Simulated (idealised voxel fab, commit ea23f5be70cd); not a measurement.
process module | voxel ribs on slabs
cross-section cut | 225 nm wide | cells 5 nm
A cross-section is a grid of square cells, given in bands from the top down. A band is one or more rows of cells.
Each band's line starts with the height of the band's top and of its bottom, in nm. Then come its materials from left to right, each with its width in nm. One material with "throughout" fills the band from edge to edge. "air" is empty space.
Height 0 is the level under which the wafer as received is all one material. The lowest band goes on downwards, as in "0 down".
A width such as "30 to 40" changes by the same amount from each row of cells to the next, from the band's top row to its bottom row.
"no change" after a step means that no cell of the cross-section changed.
closed voids: empty space of 8 cells or more with no open way to the top, each as width x height at its distance from the left edge, in nm
after a step's settings: what the simulator itself notes on the step
overlay nm, on a step with a mask: how far to the right of its planned place the mask lay; to the left if negative
plan
1 op RECEIVE | material Si
2 op DIRECTIONAL_DEP | material SiO2 | thk nm 25
3 op DIRECTIONAL_DEP | material SiN | thk nm 15
4 op DIRECTIONAL_DEP | material aC | thk nm 15
5 op PATTERN | tone cover | mask id RIB | material resist | width nm 15 | thk nm 35 | overlay nm 0
6 op DIRECTIONAL_ETCH | etch materials aC | depth nm 15
7 op STRIP | etch materials resist
8 op DIRECTIONAL_ETCH | etch materials SiN | depth nm 10
9 op STRIP | etch materials aC
10 op MASKED_ETCH | tone cover | mask id SLAB | width nm 55 | etch materials SiN | depth nm 5 | overlay nm 0
11 op FILL_DEP | material SiO2 | thk nm 20
12 op CMP | height nm 55
13 op DIRECTIONAL_DEP | material TiN | thk nm 5
14 op PATTERN | tone cover | mask id HEATER | material resist | width nm 25 | thk nm 20 | overlay nm 0
15 op DIRECTIONAL_ETCH | etch materials TiN | depth nm 5
16 op STRIP | etch materials resist
17 op CONFORMAL_DEP | material SiN | thk nm 10
first wafer, as planned
as received, after step 1
  0 down: Si throughout
  closed voids: none
after step 2
  25 to 0: SiO2 throughout
  below 0: unchanged
after step 3
  40 to 25: SiN throughout
  below 25: unchanged
after step 4
  55 to 40: aC throughout
  below 40: unchanged
after step 5
  90 to 55: air 105 | resist 15 | air 105
  below 55: unchanged
after step 6
  75 to 55: air 105 | resist 15 | air 105
  55 to 40: air 105 | aC 15 | air 105
  below 40: unchanged
after step 7
  55 to 40: air 105 | aC 15 | air 105
  below 40: unchanged
after step 8
  55 to 40: air 105 | aC 15 | air 105
  40 to 30: air 105 | SiN 15 | air 105
  below 30: unchanged
after step 9
  40 to 30: air 105 | SiN 15 | air 105
  below 30: unchanged
after step 10
  40 to 30: air 105 | SiN 15 | air 105
  30 to 25: air 85 | SiN 55 | air 85
  below 25: unchanged
after step 11
  60 to 40: SiO2 throughout
  40 to 30: SiO2 105 | SiN 15 | SiO2 105
  30 to 25: SiO2 85 | SiN 55 | SiO2 85
  below 25: unchanged
after step 12
  55 to 40: SiO2 throughout
  below 40: unchanged
after step 13
  60 to 55: TiN throughout
  below 55: unchanged
after step 14
  80 to 60: air 100 | resist 25 | air 100
  below 60: unchanged
after step 15
  80 to 60: air 100 | resist 25 | air 100
  60 to 55: air 100 | TiN 25 | air 100
  below 55: unchanged
after step 16
  60 to 55: air 100 | TiN 25 | air 100
  below 55: unchanged
after step 17
  70 to 65: air 90 | SiN 45 | air 90
  65 to 60: SiN throughout
  60 to 55: SiN 100 | TiN 25 | SiN 100
  below 55: unchanged
second wafer: like start, like plan, one mistake. Through step 16 it matches the first wafer
when step 17 should have ended: no change
what went wrong: step 17 was left out
at the end the second wafer has, in cells: 94 fewer of SiN
